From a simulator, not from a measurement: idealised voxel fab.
voxel lift off: a process module
Pictured: cross-section cut, 215 nm wide, on a grid of 5 nm square cells.
Format of a cross-section: grid, square cells. Given as bands. Order: top down. Band: one or more rows of cells. Within each band entry, the heights of the top and of the bottom of the band appear first, in that order and in nm; the materials of the band then follow from left to right, each with its corresponding width in nm. The designation "throughout" on a single material indicates that it fills the band from edge to edge; the designation "blank" indicates empty space. Measure heights from 0. That's the level where, below it, the as-received wafer is all one material. The lowest band is bottomless and extends downward; write it as in "0 and below". Width: "30..40" (first number = top row, second number = bottom row, same change from row to row of cells). Step note "same as before" = no cross-section cell changed. Voids not open to the top, 8 cells minimum: see "closed voids". Written width x height at distance; distance is from the left edge; nm. That trailing text on a step's line, after the settings, is the simulator's own remark on the step. overlay nm, on a step with a mask: how far to the right of its planned place the mask lay; to the left if negative.
Steps planned for the process:
| 1 | op RECEIVE | material Si |
| 2 | op CONFORMAL_DEP | material SiO2 | thk nm 5 |
| 3 | op PATTERN | tone open | mask id LINES | material resist | width nm 30 | pitch nm 45 | thk nm 25 | overlay nm 0 |
| 4 | op DIRECTIONAL_DEP | material Ru | thk nm 10 |
| 5 | op STRIP | etch materials resist |
| 6 | op CONFORMAL_DEP | material SiCN | thk nm 10 |
Cross-section of the incoming wafer, state after step 1:
- 0 and below | Si throughout
- closed voids: none
First wafer of two, sectioned at end of module; run went per plan:
- 25 down to 15 | blank (15), SiCN (185), blank (15)
- 15 down to 5 | SiCN (25), Ru (30), SiCN (15), Ru (30), SiCN (15), Ru (30), SiCN (15), Ru (30), SiCN (25)
- 5 down to 0 | SiO2 throughout
- 0 and below | Si throughout
- closed voids: none
Here's the second of our two wafers sectioned at module end. Same start as the first, same plan, but one mistake got made running it:
- 30 down to 20 | blank (15), SiCN (185), blank (15)
- 20 down to 15 | blank (15), SiCN (10), Ru (30), SiCN (15), Ru (30), SiCN (15), Ru (30), SiCN (15), Ru (30), SiCN (10), blank (15)
- 15 down to 5 | SiCN (25), Ru (30), SiCN (15), Ru (30), SiCN (15), Ru (30), SiCN (15), Ru (30), SiCN (25)
- 5 down to 0 | SiO2 throughout
- 0 and below | Si throughout
- closed voids: none
So what did we get wrong on this run? step 4 went in with a setting other than planned; the actual run was op DIRECTIONAL_DEP | material Ru | thk nm 15
The final cell counts differ between the wafers, with the second having more or fewer of some materials than the first: +24 Ru | +13 SiCN
